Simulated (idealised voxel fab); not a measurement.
The document below concerns the process module designated voxel air gaps.
Xsec cut, 210 nm wide, square cell size 5 nm.
Cross-section = grid of square cells, listed top down in bands; band = one or more rows. Heights first: top, then bottom, in nm. Then materials, left to right, each with a width in nm. "everywhere" on a single material: fills the band edge to edge. "blank": empty space. Heights from 0 (as-received wafer is one material below). Bottom band endless downward, as "0 nm and below". With a width like "30 to 40", each row of cells in the band differs from the next by the same amount, the top row carrying the first number and the bottom row the second. Basically "remained unchanged" means that step didn't change any cell in the cross-section. "Sealed void listing" contains a list of empty spaces, each no smaller than 8 cells and without an open way to the top, written in the form width x height at distance with the distance from the left edge and all three in nm. What comes after the settings on a step's line is commentary from the simulator itself on that step. The setting "overlay nm" may be written on the line of a step. When the step uses a mask, the value reports how far to the right of the planned place the mask lay, and a negative value reports that it lay to the left.

Below is the list of planned process steps:
1,RECEIVE | material Si
2,CONFORMAL_DEP | material SiO2 | thk nm 15
3,CONFORMAL_DEP | material SiCN | thk nm 5
4,DIRECTIONAL_DEP | material lowk | thk nm 40
5,PATTERN | tone open | mask id LINES | material resist | width nm 20 | pitch nm 45 | thk nm 20 | overlay nm 0
6,DIRECTIONAL_ETCH | etch materials lowk | depth nm 40
7,STRIP | etch materials resist
8,CONFORMAL_DEP | material TiN | thk nm 5
9,FILL_DEP | material W | thk nm 10
10,CMP | height nm 60
11,EPI | material Ru | thk nm 10
12,SELECTIVE_ETCH | etch materials lowk | depth nm 50
13,CONFORMAL_DEP | material SiCN | thk nm 5

Cross-section: wafer on arrival = after step 1:
0 nm and below | Si everywhere
Sealed void listing: none

End state of the module in cross-section, given the above starting point and plan and one mistake in execution:
85 nm to 80 nm | SiCN everywhere
80 nm to 70 nm | Ru everywhere
70 nm to 65 nm | W everywhere
65 nm to 60 nm | 55 TiN, then 10 W, then 35 TiN, then 10 W, then 35 TiN, then 10 W, then 55 TiN
60 nm to 25 nm | 50 lowk, then 5 TiN, then 10 W, then 5 TiN, then 25 lowk, then 5 TiN, then 10 W, then 5 TiN, then 25 lowk, then 5 TiN, then 10 W, then 5 TiN, then 50 lowk
25 nm to 20 nm | 50 lowk, then 20 TiN, then 25 lowk, then 20 TiN, then 25 lowk, then 20 TiN, then 50 lowk
20 nm to 15 nm | SiCN everywhere
15 nm to 0 nm | SiO2 everywhere
0 nm and below | Si everywhere
Sealed void listing: none
Finding, execution versus plan: step 10 changed vs plan, executed as CMP | height nm 70
